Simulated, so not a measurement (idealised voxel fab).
process module | voxel tone inversion
cross-section cut | 210 nm wide | cells 5 nm
A cross-section is a grid of square cells, given in bands from the top down. A band is one or more rows of cells.
Each band's line starts with the height of the band's top and of its bottom, in nm. Then come its materials from left to right, each with its width in nm. One material with "throughout" fills the band from edge to edge. "air" is empty space.
Height 0 is the level under which the wafer as received is all one material. The lowest band goes on downwards, as in "0 down".
A width such as "30 to 40" changes by the same amount from each row of cells to the next, from the band's top row to its bottom row.
"no change" after a step means that no cell of the cross-section changed.
closed voids: empty space of 8 cells or more with no open way to the top, each as width x height at its distance from the left edge, in nm
after a step's settings: what the simulator itself notes on the step
overlay nm, on a step with a mask: how far to the right of its planned place the mask lay; to the left if negative
plan
1 op RECEIVE | material Si
2 op CONFORMAL_DEP | material SiCN | thk nm 5
3 op DIRECTIONAL_DEP | material aC | thk nm 25
4 op PATTERN | tone cover | mask id POSTS | material resist | width nm 15 | pitch nm 40 | thk nm 30 | overlay nm 0
5 op DIRECTIONAL_ETCH | etch materials aC | depth nm 25
6 op STRIP | etch materials resist
7 op FILL_DEP | material lowk | thk nm 5
8 op CMP | height nm 30
9 op STRIP | etch materials aC
10 op CONFORMAL_DEP | material TiN | thk nm 5
11 op FILL_DEP | material Ru | thk nm 10
12 op CMP | height nm 30
13 op CONFORMAL_DEP | material SiCN | thk nm 5
first wafer, as planned
as received, after step 1
  0 down: Si throughout
  closed voids: none
after step 2
  5 to 0: SiCN throughout
  below 0: unchanged
after step 3
  30 to 5: aC throughout
  below 5: unchanged
after step 4
  60 to 30: air 75 | resist 15 | air 25 | resist 15 | air 80
  below 30: unchanged
after step 5
  35 to 30: air 75 | resist 15 | air 25 | resist 15 | air 80
  30 to 5: air 75 | aC 15 | air 25 | aC 15 | air 80
  below 5: unchanged
after step 6
  30 to 5: air 75 | aC 15 | air 25 | aC 15 | air 80
  below 5: unchanged
after step 7
  35 to 30: lowk throughout
  30 to 5: lowk 75 | aC 15 | lowk 25 | aC 15 | lowk 80
  below 5: unchanged
after step 8
  30 to 5: lowk 75 | aC 15 | lowk 25 | aC 15 | lowk 80
  below 5: unchanged
after step 9
  30 to 5: lowk 75 | air 15 | lowk 25 | air 15 | lowk 80
  below 5: unchanged
after step 10
  35 to 30: TiN 80 | air 5 | TiN 35 | air 5 | TiN 85
  30 to 10: lowk 75 | TiN 5 | air 5 | TiN 5 | lowk 25 | TiN 5 | air 5 | TiN 5 | lowk 80
  10 to 5: lowk 75 | TiN 15 | lowk 25 | TiN 15 | lowk 80
  below 5: unchanged
after step 11
  45 to 35: Ru throughout
  35 to 30: TiN 80 | Ru 5 | TiN 35 | Ru 5 | TiN 85
  30 to 10: lowk 75 | TiN 5 | Ru 5 | TiN 5 | lowk 25 | TiN 5 | Ru 5 | TiN 5 | lowk 80
  below 10: unchanged
after step 12
  30 to 10: lowk 75 | TiN 5 | Ru 5 | TiN 5 | lowk 25 | TiN 5 | Ru 5 | TiN 5 | lowk 80
  below 10: unchanged
after step 13
  35 to 30: SiCN throughout
  below 30: unchanged
second wafer: like start, like plan, one mistake. Through step 3 it matches the first wafer
when step 4 should have ended
  60 to 30: air 65 | resist 15 | air 25 | resist 15 | air 90
  below 30: unchanged
when step 5 should have ended
  35 to 30: air 65 | resist 15 | air 25 | resist 15 | air 90
  30 to 5: air 65 | aC 15 | air 25 | aC 15 | air 90
  below 5: unchanged
when step 6 should have ended
  30 to 5: air 65 | aC 15 | air 25 | aC 15 | air 90
  below 5: unchanged
when step 7 should have ended
  35 to 30: lowk throughout
  30 to 5: lowk 65 | aC 15 | lowk 25 | aC 15 | lowk 90
  below 5: unchanged
when step 8 should have ended
  30 to 5: lowk 65 | aC 15 | lowk 25 | aC 15 | lowk 90
  below 5: unchanged
when step 9 should have ended
  30 to 5: lowk 65 | air 15 | lowk 25 | air 15 | lowk 90
  below 5: unchanged
when step 10 should have ended
  35 to 30: TiN 70 | air 5 | TiN 35 | air 5 | TiN 95
  30 to 10: lowk 65 | TiN 5 | air 5 | TiN 5 | lowk 25 | TiN 5 | air 5 | TiN 5 | lowk 90
  10 to 5: lowk 65 | TiN 15 | lowk 25 | TiN 15 | lowk 90
  below 5: unchanged
when step 11 should have ended
  45 to 35: Ru throughout
  35 to 30: TiN 70 | Ru 5 | TiN 35 | Ru 5 | TiN 95
  30 to 10: lowk 65 | TiN 5 | Ru 5 | TiN 5 | lowk 25 | TiN 5 | Ru 5 | TiN 5 | lowk 90
  below 10: unchanged
when step 12 should have ended
  30 to 10: lowk 65 | TiN 5 | Ru 5 | TiN 5 | lowk 25 | TiN 5 | Ru 5 | TiN 5 | lowk 90
  below 10: unchanged
when step 13 should have ended
  35 to 30: SiCN throughout
  below 30: unchanged
what went wrong: step 4 ran as: op PATTERN | tone cover | mask id POSTS | material resist | width nm 15 | pitch nm 40 | thk nm 30 | overlay nm -10
at the end the second wafer has, in cells: as many of each material as the first, in other places
